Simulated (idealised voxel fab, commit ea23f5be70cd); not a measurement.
Process module in this document: voxel wiring stack
cross-section cut | 295 nm wide | cells 5 nm
Square cells in a grid make up a cross-section in this document, and the grid is given as bands, listed from the top down, each one or more rows of cells. Quick guide to a band line: top height, bottom height (nm) up front; then every material left to right with its width in nm. Only one material and it's marked "throughout"? Then it fills the band edge to edge. And "empty" just means empty space. Note: height 0 marks the level under which the wafer is uniformly one material as received. Lowest band unbounded below, written "from 0 down". Width "30->40": first value at the band's top row of cells, second value at its bottom row, equal change from row to row. "changes: none", as given for a step, is the statement that not any cell of the cross-section underwent a change during that step. Closed-off voids of 8+ cells (no open route to the top) go in "Unvented internal voids", written width x height at distance from the left edge, in nm. Read whatever lies past the settings on a step's line as the simulator's own remark about the step. overlay nm: on a step with a mask, how far right of its planned place the mask lay; negative means left.

**Intended process steps**
1 RECEIVE with material Si
2 CONFORMAL_DEP with material SiO2, thk nm 10
3 DIRECTIONAL_DEP with material TiN, thk nm 5
4 DIRECTIONAL_DEP with material Ru, thk nm 20
5 MASKED_ETCH with tone cover, mask id METAL_1, width nm 30, pitch nm 50, etch materials Ru, depth nm 20, overlay nm 0
6 MASKED_ETCH with tone cover, mask id METAL_1, width nm 30, pitch nm 50, etch materials TiN, depth nm 5, overlay nm 0
7 FILL_DEP with material SiO2, thk nm 5
8 CMP with height nm 35
9 CONFORMAL_DEP with material SiCN, thk nm 5
10 DIRECTIONAL_DEP with material lowk, thk nm 25
11 MASKED_ETCH with tone open, mask id METAL_2_HOLES, width nm 15, pitch nm 50, etch materials lowk, depth nm 25, overlay nm 0
12 MASKED_ETCH with tone open, mask id METAL_2, width nm 30, pitch nm 50, etch materials lowk, depth nm 15, overlay nm 0
13 MASKED_ETCH with tone open, mask id METAL_2, width nm 30, pitch nm 50, etch materials SiCN, depth nm 5, overlay nm 0
14 CONFORMAL_DEP with material TiN, thk nm 5
15 FILL_DEP with material Ru, thk nm 5
16 CMP with height nm 65
17 CONFORMAL_DEP with material SiCN, thk nm 5
18 DIRECTIONAL_DEP with material SiO2, thk nm 10
19 MASKED_ETCH with tone open, mask id PLUG_2, width nm 15, pitch nm 100, etch materials SiO2, depth nm 10, overlay nm 0
20 MASKED_ETCH with tone open, mask id PLUG_2, width nm 15, pitch nm 100, etch materials SiCN, depth nm 5, overlay nm 0
21 EPI with material Ru, thk nm 10
22 EPI with material Ru, thk nm 5
23 DIRECTIONAL_DEP with material TiN, thk nm 5
24 DIRECTIONAL_DEP with material W, thk nm 25
25 MASKED_ETCH with tone cover, mask id METAL_3, width nm 30, pitch nm 50, etch materials W, depth nm 25, overlay nm 0
26 MASKED_ETCH with tone cover, mask id METAL_3, width nm 30, pitch nm 50, etch materials TiN, depth nm 5, overlay nm 0
27 CONFORMAL_DEP with material SiCN, thk nm 5
28 FILL_DEP with material lowk, thk nm 5
29 CMP with height nm 110
30 CONFORMAL_DEP with material SiCN, thk nm 5
31 DIRECTIONAL_DEP with material SiO2, thk nm 25
32 DIRECTIONAL_DEP with material aC, thk nm 10
33 PATTERN with tone open, mask id METAL_4, material resist, width nm 30, pitch nm 50, thk nm 25, overlay nm 0
34 DIRECTIONAL_ETCH with etch materials aC, depth nm 10
35 STRIP with etch materials resist
36 DIRECTIONAL_ETCH with etch materials SiO2, depth nm 15
37 STRIP with etch materials aC
38 MASKED_ETCH with tone open, mask id METAL_4_HOLES, width nm 15, pitch nm 50, etch materials SiO2, depth nm 10, overlay nm 0
39 MASKED_ETCH with tone open, mask id METAL_4_HOLES, width nm 15, pitch nm 50, etch materials SiCN, depth nm 5, overlay nm 0
40 CONFORMAL_DEP with material TiN, thk nm 5
41 FILL_DEP with material Cu, thk nm 10
42 CMP with height nm 140
43 CONFORMAL_DEP with material SiN, thk nm 5

**First wafer of two (run as planned)**

**This is the cross-section of the wafer as we received it, i.e. after step 1**
* from 0 down | Si throughout
* Unvented internal voids: none

**Take a look at the wafer's cross-section after step 2**
* from 10 to 0 | SiO2 throughout
* At heights below 0, the structure remains unaltered.

**Take a look at the wafer's cross-section after step 3**
* from 15 to 10 | TiN throughout
* At heights below 10, the structure remains unaltered.

**Take a look at the wafer's cross-section after step 4**
* from 35 to 15 | Ru throughout
* At heights below 15, the structure remains unaltered.

**Take a look at the wafer's cross-section after step 5**
* from 35 to 15 | 55 of empty  30 of Ru  20 of empty  30 of Ru  20 of empty  30 of Ru  20 of empty  30 of Ru  60 of empty
* At heights below 15, the structure remains unaltered.

**Take a look at the wafer's cross-section after step 6**
* from 35 to 15 | 55 of empty  30 of Ru  20 of empty  30 of Ru  20 of empty  30 of Ru  20 of empty  30 of Ru  60 of empty
* from 15 to 10 | 55 of empty  30 of TiN  20 of empty  30 of TiN  20 of empty  30 of TiN  20 of empty  30 of TiN  60 of empty
* At heights below 10, the structure remains unaltered.

**Take a look at the wafer's cross-section after step 7**
* from 40 to 35 | SiO2 throughout
* from 35 to 15 | 55 of SiO2  30 of Ru  20 of SiO2  30 of Ru  20 of SiO2  30 of Ru  20 of SiO2  30 of Ru  60 of SiO2
* from 15 to 10 | 55 of SiO2  30 of TiN  20 of SiO2  30 of TiN  20 of SiO2  30 of TiN  20 of SiO2  30 of TiN  60 of SiO2
* At heights below 10, the structure remains unaltered.

**Take a look at the wafer's cross-section after step 8**
* from 35 to 15 | 55 of SiO2  30 of Ru  20 of SiO2  30 of Ru  20 of SiO2  30 of Ru  20 of SiO2  30 of Ru  60 of SiO2
* At heights below 15, the structure remains unaltered.

**Take a look at the wafer's cross-section after step 9**
* from 40 to 35 | SiCN throughout
* At heights below 35, the structure remains unaltered.

**Take a look at the wafer's cross-section after step 10**
* from 65 to 40 | lowk throughout
* At heights below 40, the structure remains unaltered.

**Take a look at the wafer's cross-section after step 11**
* from 65 to 40 | 55 of lowk  15 of empty  35 of lowk  15 of empty  35 of lowk  15 of empty  35 of lowk  15 of empty  75 of lowk
* At heights below 40, the structure remains unaltered.

**Take a look at the wafer's cross-section after step 12**
* from 65 to 50 | 55 of lowk  30 of empty  20 of lowk  30 of empty  20 of lowk  30 of empty  20 of lowk  30 of empty  60 of lowk
* At heights below 50, the structure remains unaltered.

**Take a look at the wafer's cross-section after step 13**
* from 65 to 50 | 55 of lowk  30 of empty  20 of lowk  30 of empty  20 of lowk  30 of empty  20 of lowk  30 of empty  60 of lowk
* from 50 to 40 | 55 of lowk  15 of empty  35 of lowk  15 of empty  35 of lowk  15 of empty  35 of lowk  15 of empty  75 of lowk
* from 40 to 35 | 55 of SiCN  15 of empty  35 of SiCN  15 of empty  35 of SiCN  15 of empty  35 of SiCN  15 of empty  75 of SiCN
* At heights below 35, the structure remains unaltered.

**Take a look at the wafer's cross-section after step 14**
* from 70 to 65 | 60 of TiN  20 of empty  30 of TiN  20 of empty  30 of TiN  20 of empty  30 of TiN  20 of empty  65 of TiN
* from 65 to 55 | 55 of lowk  5 of TiN  20 of empty  5 of TiN  20 of lowk  5 of TiN  20 of empty  5 of TiN  20 of lowk  5 of TiN  20 of empty  5 of TiN  20 of lowk  5 of TiN  20 of empty  5 of TiN  60 of lowk
* from 55 to 50 | 55 of lowk  5 of TiN  5 of empty  20 of TiN  20 of lowk  5 of TiN  5 of empty  20 of TiN  20 of lowk  5 of TiN  5 of empty  20 of TiN  20 of lowk  5 of TiN  5 of empty  20 of TiN  60 of lowk
* from 50 to 40 | 55 of lowk  5 of TiN  5 of empty  5 of TiN  35 of lowk  5 of TiN  5 of empty  5 of TiN  35 of lowk  5 of TiN  5 of empty  5 of TiN  35 of lowk  5 of TiN  5 of empty  5 of TiN  75 of lowk
* from 40 to 35 | 55 of SiCN  15 of TiN  35 of SiCN  15 of TiN  35 of SiCN  15 of TiN  35 of SiCN  15 of TiN  75 of SiCN
* At heights below 35, the structure remains unaltered.

**Take a look at the wafer's cross-section after step 15**
* from 75 to 70 | Ru throughout
* from 70 to 65 | 60 of TiN  20 of Ru  30 of TiN  20 of Ru  30 of TiN  20 of Ru  30 of TiN  20 of Ru  65 of TiN
* from 65 to 55 | 55 of lowk  5 of TiN  20 of Ru  5 of TiN  20 of lowk  5 of TiN  20 of Ru  5 of TiN  20 of lowk  5 of TiN  20 of Ru  5 of TiN  20 of lowk  5 of TiN  20 of Ru  5 of TiN  60 of lowk
* from 55 to 50 | 55 of lowk  5 of TiN  5 of Ru  20 of TiN  20 of lowk  5 of TiN  5 of Ru  20 of TiN  20 of lowk  5 of TiN  5 of Ru  20 of TiN  20 of lowk  5 of TiN  5 of Ru  20 of TiN  60 of lowk
* from 50 to 40 | 55 of lowk  5 of TiN  5 of Ru  5 of TiN  35 of lowk  5 of TiN  5 of Ru  5 of TiN  35 of lowk  5 of TiN  5 of Ru  5 of TiN  35 of lowk  5 of TiN  5 of Ru  5 of TiN  75 of lowk
* At heights below 40, the structure remains unaltered.

**Take a look at the wafer's cross-section after step 16**
* from 65 to 55 | 55 of lowk  5 of TiN  20 of Ru  5 of TiN  20 of lowk  5 of TiN  20 of Ru  5 of TiN  20 of lowk  5 of TiN  20 of Ru  5 of TiN  20 of lowk  5 of TiN  20 of Ru  5 of TiN  60 of lowk
* At heights below 55, the structure remains unaltered.

**Take a look at the wafer's cross-section after step 17**
* from 70 to 65 | SiCN throughout
* At heights below 65, the structure remains unaltered.

**Take a look at the wafer's cross-section after step 18**
* from 80 to 70 | SiO2 throughout
* At heights below 70, the structure remains unaltered.

**Take a look at the wafer's cross-section after step 19**
* from 80 to 70 | 55 of SiO2  15 of empty  85 of SiO2  15 of empty  125 of SiO2
* At heights below 70, the structure remains unaltered.

**Take a look at the wafer's cross-section after step 20**
* from 80 to 70 | 55 of SiO2  15 of empty  85 of SiO2  15 of empty  125 of SiO2
* from 70 to 65 | 55 of SiCN  15 of empty  85 of SiCN  15 of empty  125 of SiCN
* At heights below 65, the structure remains unaltered.

**Take a look at the wafer's cross-section after step 21**
* from 80 to 75 | 55 of SiO2  15 of empty  85 of SiO2  15 of empty  125 of SiO2
* from 75 to 70 | 55 of SiO2  15 of Ru  85 of SiO2  15 of Ru  125 of SiO2
* from 70 to 65 | 55 of SiCN  15 of Ru  85 of SiCN  15 of Ru  125 of SiCN
* At heights below 65, the structure remains unaltered.

**Take a look at the wafer's cross-section after step 22**
* from 80 to 70 | 55 of SiO2  15 of Ru  85 of SiO2  15 of Ru  125 of SiO2
* At heights below 70, the structure remains unaltered.

**Take a look at the wafer's cross-section after step 23**
* from 85 to 80 | TiN throughout
* At heights below 80, the structure remains unaltered.

**Take a look at the wafer's cross-section after step 24**
* from 110 to 85 | W throughout
* At heights below 85, the structure remains unaltered.

**Take a look at the wafer's cross-section after step 25**
* from 110 to 85 | 55 of empty  30 of W  20 of empty  30 of W  20 of empty  30 of W  20 of empty  30 of W  60 of empty
* At heights below 85, the structure remains unaltered.

**Take a look at the wafer's cross-section after step 26**
* from 110 to 85 | 55 of empty  30 of W  20 of empty  30 of W  20 of empty  30 of W  20 of empty  30 of W  60 of empty
* from 85 to 80 | 55 of empty  30 of TiN  20 of empty  30 of TiN  20 of empty  30 of TiN  20 of empty  30 of TiN  60 of empty
* At heights below 80, the structure remains unaltered.

**Take a look at the wafer's cross-section after step 27**
* from 115 to 110 | 50 of empty  40 of SiCN  10 of empty  40 of SiCN  10 of empty  40 of SiCN  10 of empty  40 of SiCN  55 of empty
* from 110 to 85 | 50 of empty  5 of SiCN  30 of W  5 of SiCN  10 of empty  5 of SiCN  30 of W  5 of SiCN  10 of empty  5 of SiCN  30 of W  5 of SiCN  10 of empty  5 of SiCN  30 of W  5 of SiCN  55 of empty
* from 85 to 80 | 55 of SiCN  30 of TiN  20 of SiCN  30 of TiN  20 of SiCN  30 of TiN  20 of SiCN  30 of TiN  60 of SiCN
* At heights below 80, the structure remains unaltered.

**Take a look at the wafer's cross-section after step 28**
* from 120 to 115 | lowk throughout
* from 115 to 110 | 50 of lowk  40 of SiCN  10 of lowk  40 of SiCN  10 of lowk  40 of SiCN  10 of lowk  40 of SiCN  55 of lowk
* from 110 to 85 | 50 of lowk  5 of SiCN  30 of W  5 of SiCN  10 of lowk  5 of SiCN  30 of W  5 of SiCN  10 of lowk  5 of SiCN  30 of W  5 of SiCN  10 of lowk  5 of SiCN  30 of W  5 of SiCN  55 of lowk
* At heights below 85, the structure remains unaltered.

**Take a look at the wafer's cross-section after step 29**
* from 110 to 85 | 50 of lowk  5 of SiCN  30 of W  5 of SiCN  10 of lowk  5 of SiCN  30 of W  5 of SiCN  10 of lowk  5 of SiCN  30 of W  5 of SiCN  10 of lowk  5 of SiCN  30 of W  5 of SiCN  55 of lowk
* At heights below 85, the structure remains unaltered.

**Take a look at the wafer's cross-section after step 30**
* from 115 to 110 | SiCN throughout
* At heights below 110, the structure remains unaltered.

**Take a look at the wafer's cross-section after step 31**
* from 140 to 115 | SiO2 throughout
* At heights below 115, the structure remains unaltered.

**Take a look at the wafer's cross-section after step 32**
* from 150 to 140 | aC throughout
* At heights below 140, the structure remains unaltered.

**Take a look at the wafer's cross-section after step 33**
* from 175 to 150 | 55 of resist  30 of empty  20 of resist  30 of empty  20 of resist  30 of empty  20 of resist  30 of empty  60 of resist
* At heights below 150, the structure remains unaltered.

**Take a look at the wafer's cross-section after step 34**
* from 165 to 150 | 55 of resist  30 of empty  20 of resist  30 of empty  20 of resist  30 of empty  20 of resist  30 of empty  60 of resist
* from 150 to 140 | 55 of aC  30 of empty  20 of aC  30 of empty  20 of aC  30 of empty  20 of aC  30 of empty  60 of aC
* At heights below 140, the structure remains unaltered.

**Take a look at the wafer's cross-section after step 35**
* from 150 to 140 | 55 of aC  30 of empty  20 of aC  30 of empty  20 of aC  30 of empty  20 of aC  30 of empty  60 of aC
* At heights below 140, the structure remains unaltered.

**Take a look at the wafer's cross-section after step 36**
* from 150 to 140 | 55 of aC  30 of empty  20 of aC  30 of empty  20 of aC  30 of empty  20 of aC  30 of empty  60 of aC
* from 140 to 125 | 55 of SiO2  30 of empty  20 of SiO2  30 of empty  20 of SiO2  30 of empty  20 of SiO2  30 of empty  60 of SiO2
* At heights below 125, the structure remains unaltered.

**Take a look at the wafer's cross-section after step 37**
* from 140 to 125 | 55 of SiO2  30 of empty  20 of SiO2  30 of empty  20 of SiO2  30 of empty  20 of SiO2  30 of empty  60 of SiO2
* At heights below 125, the structure remains unaltered.

**Take a look at the wafer's cross-section after step 38**
* from 140 to 125 | 55 of SiO2  30 of empty  20 of SiO2  30 of empty  20 of SiO2  30 of empty  20 of SiO2  30 of empty  60 of SiO2
* from 125 to 115 | 55 of SiO2  15 of empty  35 of SiO2  15 of empty  35 of SiO2  15 of empty  35 of SiO2  15 of empty  75 of SiO2
* At heights below 115, the structure remains unaltered.

**Take a look at the wafer's cross-section after step 39**
* from 140 to 125 | 55 of SiO2  30 of empty  20 of SiO2  30 of empty  20 of SiO2  30 of empty  20 of SiO2  30 of empty  60 of SiO2
* from 125 to 115 | 55 of SiO2  15 of empty  35 of SiO2  15 of empty  35 of SiO2  15 of empty  35 of SiO2  15 of empty  75 of SiO2
* from 115 to 110 | 55 of SiCN  15 of empty  35 of SiCN  15 of empty  35 of SiCN  15 of empty  35 of SiCN  15 of empty  75 of SiCN
* At heights below 110, the structure remains unaltered.

**Take a look at the wafer's cross-section after step 40**
* from 145 to 140 | 60 of TiN  20 of empty  30 of TiN  20 of empty  30 of TiN  20 of empty  30 of TiN  20 of empty  65 of TiN
* from 140 to 130 | 55 of SiO2  5 of TiN  20 of empty  5 of TiN  20 of SiO2  5 of TiN  20 of empty  5 of TiN  20 of SiO2  5 of TiN  20 of empty  5 of TiN  20 of SiO2  5 of TiN  20 of empty  5 of TiN  60 of SiO2
* from 130 to 125 | 55 of SiO2  5 of TiN  5 of empty  20 of TiN  20 of SiO2  5 of TiN  5 of empty  20 of TiN  20 of SiO2  5 of TiN  5 of empty  20 of TiN  20 of SiO2  5 of TiN  5 of empty  20 of TiN  60 of SiO2
* from 125 to 115 | 55 of SiO2  5 of TiN  5 of empty  5 of TiN  35 of SiO2  5 of TiN  5 of empty  5 of TiN  35 of SiO2  5 of TiN  5 of empty  5 of TiN  35 of SiO2  5 of TiN  5 of empty  5 of TiN  75 of SiO2
* from 115 to 110 | 55 of SiCN  15 of TiN  35 of SiCN  15 of TiN  35 of SiCN  15 of TiN  35 of SiCN  15 of TiN  75 of SiCN
* At heights below 110, the structure remains unaltered.

**Take a look at the wafer's cross-section after step 41**
* from 155 to 145 | Cu throughout
* from 145 to 140 | 60 of TiN  20 of Cu  30 of TiN  20 of Cu  30 of TiN  20 of Cu  30 of TiN  20 of Cu  65 of TiN
* from 140 to 130 | 55 of SiO2  5 of TiN  20 of Cu  5 of TiN  20 of SiO2  5 of TiN  20 of Cu  5 of TiN  20 of SiO2  5 of TiN  20 of Cu  5 of TiN  20 of SiO2  5 of TiN  20 of Cu  5 of TiN  60 of SiO2
* from 130 to 125 | 55 of SiO2  5 of TiN  5 of Cu  20 of TiN  20 of SiO2  5 of TiN  5 of Cu  20 of TiN  20 of SiO2  5 of TiN  5 of Cu  20 of TiN  20 of SiO2  5 of TiN  5 of Cu  20 of TiN  60 of SiO2
* from 125 to 115 | 55 of SiO2  5 of TiN  5 of Cu  5 of TiN  35 of SiO2  5 of TiN  5 of Cu  5 of TiN  35 of SiO2  5 of TiN  5 of Cu  5 of TiN  35 of SiO2  5 of TiN  5 of Cu  5 of TiN  75 of SiO2
* At heights below 115, the structure remains unaltered.

**Take a look at the wafer's cross-section after step 42**
* from 140 to 130 | 55 of SiO2  5 of TiN  20 of Cu  5 of TiN  20 of SiO2  5 of TiN  20 of Cu  5 of TiN  20 of SiO2  5 of TiN  20 of Cu  5 of TiN  20 of SiO2  5 of TiN  20 of Cu  5 of TiN  60 of SiO2
* At heights below 130, the structure remains unaltered.

**Take a look at the wafer's cross-section after step 43**
* from 145 to 140 | SiN throughout
* At heights below 140, the structure remains unaltered.

**Wafer two: like wafer one in start and plan, but with one mistake in execution; identical up to and including step 17**

Look at the second wafer in cross-section at the time step 18 ought to have finished: changes: none

Look at the second wafer in cross-section at the time step 19 ought to have finished: changes: none

**Look at the second wafer in cross-section at the time step 20 ought to have finished**
* from 70 to 65 | 55 of SiCN  15 of empty  85 of SiCN  15 of empty  125 of SiCN
* At heights below 65, the structure remains unaltered.

**Look at the second wafer in cross-section at the time step 21 ought to have finished**
* from 75 to 70 | 50 of empty  25 of Ru  75 of empty  25 of Ru  120 of empty
* from 70 to 65 | 55 of SiCN  15 of Ru  85 of SiCN  15 of Ru  125 of SiCN
* At heights below 65, the structure remains unaltered.

**Look at the second wafer in cross-section at the time step 22 ought to have finished**
* from 80 to 70 | 45 of empty  35 of Ru  65 of empty  35 of Ru  115 of empty
* At heights below 70, the structure remains unaltered.

**Look at the second wafer in cross-section at the time step 23 ought to have finished**
* from 85 to 80 | 45 of empty  35 of TiN  65 of empty  35 of TiN  115 of empty
* from 80 to 75 | 45 of empty  35 of Ru  65 of empty  35 of Ru  115 of empty
* from 75 to 70 | 45 of TiN  35 of Ru  65 of TiN  35 of Ru  115 of TiN
* At heights below 70, the structure remains unaltered.

**Look at the second wafer in cross-section at the time step 24 ought to have finished**
* from 110 to 100 | 45 of empty  35 of W  65 of empty  35 of W  115 of empty
* from 100 to 85 | W throughout
* from 85 to 80 | 45 of W  35 of TiN  65 of W  35 of TiN  115 of W
* from 80 to 75 | 45 of W  35 of Ru  65 of W  35 of Ru  115 of W
* At heights below 75, the structure remains unaltered.

**Look at the second wafer in cross-section at the time step 25 ought to have finished**
* from 110 to 100 | 55 of empty  25 of W  75 of empty  25 of W  115 of empty
* from 100 to 85 | 55 of empty  30 of W  20 of empty  30 of W  20 of empty  30 of W  20 of empty  30 of W  60 of empty
* from 85 to 80 | 45 of empty  35 of TiN  5 of W  20 of empty  30 of W  10 of empty  35 of TiN  5 of W  20 of empty  30 of W  60 of empty
* from 80 to 75 | 45 of empty  35 of Ru  5 of W  20 of empty  30 of W  10 of empty  35 of Ru  5 of W  20 of empty  30 of W  60 of empty
* At heights below 75, the structure remains unaltered.

**Look at the second wafer in cross-section at the time step 26 ought to have finished**
* from 110 to 100 | 55 of empty  25 of W  75 of empty  25 of W  115 of empty
* from 100 to 85 | 55 of empty  30 of W  20 of empty  30 of W  20 of empty  30 of W  20 of empty  30 of W  60 of empty
* from 85 to 80 | 55 of empty  25 of TiN  5 of W  20 of empty  30 of W  20 of empty  25 of TiN  5 of W  20 of empty  30 of W  60 of empty
* from 80 to 75 | 45 of empty  35 of Ru  5 of W  20 of empty  30 of W  10 of empty  35 of Ru  5 of W  20 of empty  30 of W  60 of empty
* from 75 to 70 | 45 of empty  35 of Ru  5 of TiN  20 of empty  30 of TiN  10 of empty  35 of Ru  5 of TiN  20 of empty  30 of TiN  60 of empty
* At heights below 70, the structure remains unaltered.

**Look at the second wafer in cross-section at the time step 27 ought to have finished**
* from 115 to 110 | 50 of empty  35 of SiCN  65 of empty  35 of SiCN  110 of empty
* from 110 to 105 | 50 of empty  5 of SiCN  25 of W  5 of SiCN  65 of empty  5 of SiCN  25 of W  5 of SiCN  110 of empty
* from 105 to 100 | 50 of empty  5 of SiCN  25 of W  10 of SiCN  10 of empty  40 of SiCN  10 of empty  5 of SiCN  25 of W  10 of SiCN  10 of empty  40 of SiCN  55 of empty
* from 100 to 85 | 50 of empty  5 of SiCN  30 of W  5 of SiCN  10 of empty  5 of SiCN  30 of W  5 of SiCN  10 of empty  5 of SiCN  30 of W  5 of SiCN  10 of empty  5 of SiCN  30 of W  5 of SiCN  55 of empty
* from 85 to 80 | 40 of empty  15 of SiCN  25 of TiN  5 of W  5 of SiCN  10 of empty  5 of SiCN  30 of W  20 of SiCN  25 of TiN  5 of W  5 of SiCN  10 of empty  5 of SiCN  30 of W  5 of SiCN  55 of empty
* from 80 to 75 | 40 of empty  5 of SiCN  35 of Ru  5 of W  5 of SiCN  10 of empty  5 of SiCN  30 of W  10 of SiCN  35 of Ru  5 of W  5 of SiCN  10 of empty  5 of SiCN  30 of W  5 of SiCN  55 of empty
* from 75 to 70 | 45 of SiCN  35 of Ru  5 of TiN  20 of SiCN  30 of TiN  10 of SiCN  35 of Ru  5 of TiN  20 of SiCN  30 of TiN  60 of SiCN
* At heights below 70, the structure remains unaltered.

**Look at the second wafer in cross-section at the time step 28 ought to have finished**
* from 120 to 115 | lowk throughout
* from 115 to 110 | 50 of lowk  35 of SiCN  65 of lowk  35 of SiCN  110 of lowk
* from 110 to 105 | 50 of lowk  5 of SiCN  25 of W  5 of SiCN  65 of lowk  5 of SiCN  25 of W  5 of SiCN  110 of lowk
* from 105 to 100 | 50 of lowk  5 of SiCN  25 of W  10 of SiCN  10 of lowk  40 of SiCN  10 of lowk  5 of SiCN  25 of W  10 of SiCN  10 of lowk  40 of SiCN  55 of lowk
* from 100 to 85 | 50 of lowk  5 of SiCN  30 of W  5 of SiCN  10 of lowk  5 of SiCN  30 of W  5 of SiCN  10 of lowk  5 of SiCN  30 of W  5 of SiCN  10 of lowk  5 of SiCN  30 of W  5 of SiCN  55 of lowk
* from 85 to 80 | 40 of lowk  15 of SiCN  25 of TiN  5 of W  5 of SiCN  10 of lowk  5 of SiCN  30 of W  20 of SiCN  25 of TiN  5 of W  5 of SiCN  10 of lowk  5 of SiCN  30 of W  5 of SiCN  55 of lowk
* from 80 to 75 | 40 of lowk  5 of SiCN  35 of Ru  5 of W  5 of SiCN  10 of lowk  5 of SiCN  30 of W  10 of SiCN  35 of Ru  5 of W  5 of SiCN  10 of lowk  5 of SiCN  30 of W  5 of SiCN  55 of lowk
* At heights below 75, the structure remains unaltered.

**Look at the second wafer in cross-section at the time step 29 ought to have finished**
* from 110 to 105 | 50 of lowk  5 of SiCN  25 of W  5 of SiCN  65 of lowk  5 of SiCN  25 of W  5 of SiCN  110 of lowk
* At heights below 105, the structure remains unaltered.

**Look at the second wafer in cross-section at the time step 30 ought to have finished**
* from 115 to 110 | SiCN throughout
* At heights below 110, the structure remains unaltered.

**Look at the second wafer in cross-section at the time step 31 ought to have finished**
* from 140 to 115 | SiO2 throughout
* At heights below 115, the structure remains unaltered.

**Look at the second wafer in cross-section at the time step 32 ought to have finished**
* from 150 to 140 | aC throughout
* At heights below 140, the structure remains unaltered.

**Look at the second wafer in cross-section at the time step 33 ought to have finished**
* from 175 to 150 | 55 of resist  30 of empty  20 of resist  30 of empty  20 of resist  30 of empty  20 of resist  30 of empty  60 of resist
* At heights below 150, the structure remains unaltered.

**Look at the second wafer in cross-section at the time step 34 ought to have finished**
* from 165 to 150 | 55 of resist  30 of empty  20 of resist  30 of empty  20 of resist  30 of empty  20 of resist  30 of empty  60 of resist
* from 150 to 140 | 55 of aC  30 of empty  20 of aC  30 of empty  20 of aC  30 of empty  20 of aC  30 of empty  60 of aC
* At heights below 140, the structure remains unaltered.

**Look at the second wafer in cross-section at the time step 35 ought to have finished**
* from 150 to 140 | 55 of aC  30 of empty  20 of aC  30 of empty  20 of aC  30 of empty  20 of aC  30 of empty  60 of aC
* At heights below 140, the structure remains unaltered.

**Look at the second wafer in cross-section at the time step 36 ought to have finished**
* from 150 to 140 | 55 of aC  30 of empty  20 of aC  30 of empty  20 of aC  30 of empty  20 of aC  30 of empty  60 of aC
* from 140 to 125 | 55 of SiO2  30 of empty  20 of SiO2  30 of empty  20 of SiO2  30 of empty  20 of SiO2  30 of empty  60 of SiO2
* At heights below 125, the structure remains unaltered.

**Look at the second wafer in cross-section at the time step 37 ought to have finished**
* from 140 to 125 | 55 of SiO2  30 of empty  20 of SiO2  30 of empty  20 of SiO2  30 of empty  20 of SiO2  30 of empty  60 of SiO2
* At heights below 125, the structure remains unaltered.

**Look at the second wafer in cross-section at the time step 38 ought to have finished**
* from 140 to 125 | 55 of SiO2  30 of empty  20 of SiO2  30 of empty  20 of SiO2  30 of empty  20 of SiO2  30 of empty  60 of SiO2
* from 125 to 115 | 55 of SiO2  15 of empty  35 of SiO2  15 of empty  35 of SiO2  15 of empty  35 of SiO2  15 of empty  75 of SiO2
* At heights below 115, the structure remains unaltered.

**Look at the second wafer in cross-section at the time step 39 ought to have finished**
* from 140 to 125 | 55 of SiO2  30 of empty  20 of SiO2  30 of empty  20 of SiO2  30 of empty  20 of SiO2  30 of empty  60 of SiO2
* from 125 to 115 | 55 of SiO2  15 of empty  35 of SiO2  15 of empty  35 of SiO2  15 of empty  35 of SiO2  15 of empty  75 of SiO2
* from 115 to 110 | 55 of SiCN  15 of empty  35 of SiCN  15 of empty  35 of SiCN  15 of empty  35 of SiCN  15 of empty  75 of SiCN
* At heights below 110, the structure remains unaltered.

**Look at the second wafer in cross-section at the time step 40 ought to have finished**
* from 145 to 140 | 60 of TiN  20 of empty  30 of TiN  20 of empty  30 of TiN  20 of empty  30 of TiN  20 of empty  65 of TiN
* from 140 to 130 | 55 of SiO2  5 of TiN  20 of empty  5 of TiN  20 of SiO2  5 of TiN  20 of empty  5 of TiN  20 of SiO2  5 of TiN  20 of empty  5 of TiN  20 of SiO2  5 of TiN  20 of empty  5 of TiN  60 of SiO2
* from 130 to 125 | 55 of SiO2  5 of TiN  5 of empty  20 of TiN  20 of SiO2  5 of TiN  5 of empty  20 of TiN  20 of SiO2  5 of TiN  5 of empty  20 of TiN  20 of SiO2  5 of TiN  5 of empty  20 of TiN  60 of SiO2
* from 125 to 115 | 55 of SiO2  5 of TiN  5 of empty  5 of TiN  35 of SiO2  5 of TiN  5 of empty  5 of TiN  35 of SiO2  5 of TiN  5 of empty  5 of TiN  35 of SiO2  5 of TiN  5 of empty  5 of TiN  75 of SiO2
* from 115 to 110 | 55 of SiCN  15 of TiN  35 of SiCN  15 of TiN  35 of SiCN  15 of TiN  35 of SiCN  15 of TiN  75 of SiCN
* At heights below 110, the structure remains unaltered.

**Look at the second wafer in cross-section at the time step 41 ought to have finished**
* from 155 to 145 | Cu throughout
* from 145 to 140 | 60 of TiN  20 of Cu  30 of TiN  20 of Cu  30 of TiN  20 of Cu  30 of TiN  20 of Cu  65 of TiN
* from 140 to 130 | 55 of SiO2  5 of TiN  20 of Cu  5 of TiN  20 of SiO2  5 of TiN  20 of Cu  5 of TiN  20 of SiO2  5 of TiN  20 of Cu  5 of TiN  20 of SiO2  5 of TiN  20 of Cu  5 of TiN  60 of SiO2
* from 130 to 125 | 55 of SiO2  5 of TiN  5 of Cu  20 of TiN  20 of SiO2  5 of TiN  5 of Cu  20 of TiN  20 of SiO2  5 of TiN  5 of Cu  20 of TiN  20 of SiO2  5 of TiN  5 of Cu  20 of TiN  60 of SiO2
* from 125 to 115 | 55 of SiO2  5 of TiN  5 of Cu  5 of TiN  35 of SiO2  5 of TiN  5 of Cu  5 of TiN  35 of SiO2  5 of TiN  5 of Cu  5 of TiN  35 of SiO2  5 of TiN  5 of Cu  5 of TiN  75 of SiO2
* At heights below 115, the structure remains unaltered.

**Look at the second wafer in cross-section at the time step 42 ought to have finished**
* from 140 to 130 | 55 of SiO2  5 of TiN  20 of Cu  5 of TiN  20 of SiO2  5 of TiN  20 of Cu  5 of TiN  20 of SiO2  5 of TiN  20 of Cu  5 of TiN  20 of SiO2  5 of TiN  20 of Cu  5 of TiN  60 of SiO2
* At heights below 130, the structure remains unaltered.

**Look at the second wafer in cross-section at the time step 43 ought to have finished**
* from 145 to 140 | SiN throughout
* At heights below 140, the structure remains unaltered.
In executing the process, a mistake was made relative to the plan: the run left out plan step 18 entirely, so it was never executed
Final tally in cells, some materials are higher or lower on the second wafer than on the first: 16 more of Ru | 26 more of SiCN | 106 fewer of SiO2 | 64 more of lowk
